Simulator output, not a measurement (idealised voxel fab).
process module | voxel capacitor over wiring
cross-section cut | 235 nm wide | cells 5 nm
A cross-section is a grid of square cells, given in bands from the top down. A band is one or more rows of cells.
Each band's line starts with the height of the band's top and of its bottom, in nm. Then come its materials from left to right, each with its width in nm. One material with "throughout" fills the band from edge to edge. "air" is empty space.
Height 0 is the level under which the wafer as received is all one material. The lowest band goes on downwards, as in "0 down".
A width such as "30 to 40" changes by the same amount from each row of cells to the next, from the band's top row to its bottom row.
"no change" after a step means that no cell of the cross-section changed.
closed voids: empty space of 8 cells or more with no open way to the top, each as width x height at its distance from the left edge, in nm
after a step's settings: what the simulator itself notes on the step
overlay nm, on a step with a mask: how far to the right of its planned place the mask lay; to the left if negative
plan
1 op RECEIVE | material Si
2 op CONFORMAL_DEP | material SiO2 | thk nm 10
3 op DIRECTIONAL_DEP | material TiN | thk nm 5
4 op DIRECTIONAL_DEP | material Ru | thk nm 25
5 op DIRECTIONAL_DEP | material aC | thk nm 10
6 op PATTERN | tone cover | mask id METAL_1 | material resist | width nm 30 | pitch nm 80 | thk nm 25 | overlay nm 0
7 op DIRECTIONAL_ETCH | etch materials aC | depth nm 10
8 op STRIP | etch materials resist
9 op DIRECTIONAL_ETCH | etch materials Ru | depth nm 25
10 op DIRECTIONAL_ETCH | etch materials TiN | depth nm 5
11 op STRIP | etch materials aC
12 op CONFORMAL_DEP | material SiCN | thk nm 5
13 op FILL_DEP | material lowk | thk nm 10
14 op CMP | height nm 40
15 op CONFORMAL_DEP | material SiCN | thk nm 5
16 op DIRECTIONAL_DEP | material lowk | thk nm 10
17 op MASKED_ETCH | tone open | mask id PLUG_1 | width nm 15 | etch materials lowk | depth nm 10 | overlay nm 0
18 op MASKED_ETCH | tone open | mask id PLUG_1 | width nm 15 | etch materials SiCN | depth nm 5 | overlay nm 0
19 op CONFORMAL_DEP | material TiN | thk nm 5
20 op FILL_DEP | material Cu | thk nm 10
21 op CMP | height nm 55
22 op DIRECTIONAL_DEP | material TiN | thk nm 10
23 op DIRECTIONAL_DEP | material Al2O3 | thk nm 5
24 op DIRECTIONAL_DEP | material TiN | thk nm 5
25 op PATTERN | tone cover | mask id UPPER_PLATE | material resist | width nm 55 | thk nm 15 | overlay nm 0
26 op DIRECTIONAL_ETCH | etch materials TiN | depth nm 5
27 op DIRECTIONAL_ETCH | etch materials Al2O3 | depth nm 5
28 op STRIP | etch materials resist
29 op MASKED_ETCH | tone cover | mask id LOWER_PLATE | width nm 65 | etch materials TiN | depth nm 10 | overlay nm 0
30 op FILL_DEP | material SiO2 | thk nm 15
31 op CMP | height nm 85
32 op PATTERN | tone open | mask id PLUG_2 | material resist | width nm 15 | thk nm 20 | overlay nm 0
33 op DIRECTIONAL_ETCH | etch materials SiO2 | depth nm 10
34 op STRIP | etch materials resist
35 op CONFORMAL_DEP | material TiN | thk nm 5
36 op FILL_DEP | material Cu | thk nm 10
37 op CMP | height nm 85
38 op CONFORMAL_DEP | material SiN | thk nm 5
as received, after step 1
  0 down: Si throughout
  closed voids: none
a wafer at the end: this start, this plan, one mistake
  90 to 85: SiN throughout
  85 to 80: SiO2 85 | TiN 5 | Cu 5 | TiN 5 | SiO2 135
  80 to 70: SiO2 85 to 75 | TiN 15 to 55 | SiO2 135 to 105
  70 to 65: SiO2 75 | Al2O3 55 | SiO2 105
  65 to 55: SiO2 70 | TiN 65 | SiO2 100
  55 to 45: TiN throughout
  45 to 40: SiCN throughout
  40 to 15: lowk 55 | SiCN 5 | Ru 30 | SiCN 5 | lowk 40 | SiCN 5 | Ru 30 | SiCN 5 | lowk 60
  15 to 10: SiCN 60 | TiN 30 | SiCN 50 | TiN 30 | SiCN 65
  10 to 0: SiO2 throughout
  0 down: Si throughout
  closed voids: none
what went wrong: step 16 ran as: op DIRECTIONAL_DEP | material TiN | thk nm 10
